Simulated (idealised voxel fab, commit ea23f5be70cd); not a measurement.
process module | voxel tone inversion
cross-section cut | 255 nm wide | cells 5 nm
A cross-section is a grid of square cells, given in bands from the top down. A band is one or more rows of cells.
Each band's line starts with the height of the band's top and of its bottom, in nm. Then come its materials from left to right, each with its width in nm. One material with "throughout" fills the band from edge to edge. "air" is empty space.
Height 0 is the level under which the wafer as received is all one material. The lowest band goes on downwards, as in "0 down".
A width such as "30 to 40" changes by the same amount from each row of cells to the next, from the band's top row to its bottom row.
"no change" after a step means that no cell of the cross-section changed.
closed voids: empty space of 8 cells or more with no open way to the top, each as width x height at its distance from the left edge, in nm
after a step's settings: what the simulator itself notes on the step
overlay nm, on a step with a mask: how far to the right of its planned place the mask lay; to the left if negative
plan
1 op RECEIVE | material Si
2 op CONFORMAL_DEP | material SiN | thk nm 5
3 op DIRECTIONAL_DEP | material polySi | thk nm 15
4 op PATTERN | tone cover | mask id POSTS | material resist | width nm 25 | pitch nm 40 | thk nm 25 | overlay nm 0
5 op DIRECTIONAL_ETCH | etch materials polySi | depth nm 15
6 op STRIP | etch materials resist
7 op FILL_DEP | material lowk | thk nm 5
8 op CMP | height nm 20
9 op STRIP | etch materials polySi
10 op CONFORMAL_DEP | material TiN | thk nm 5
11 op FILL_DEP | material Cu | thk nm 10
12 op CMP | height nm 20
13 op CONFORMAL_DEP | material SiN | thk nm 5
as received, after step 1
  0 down: Si throughout
  closed voids: none
a wafer at the end: this start, this plan, one mistake
  25 to 15: SiN throughout
  15 to 0: polySi throughout
  0 down: Si throughout
  closed voids: none
what went wrong: steps 2 and 3 were swapped
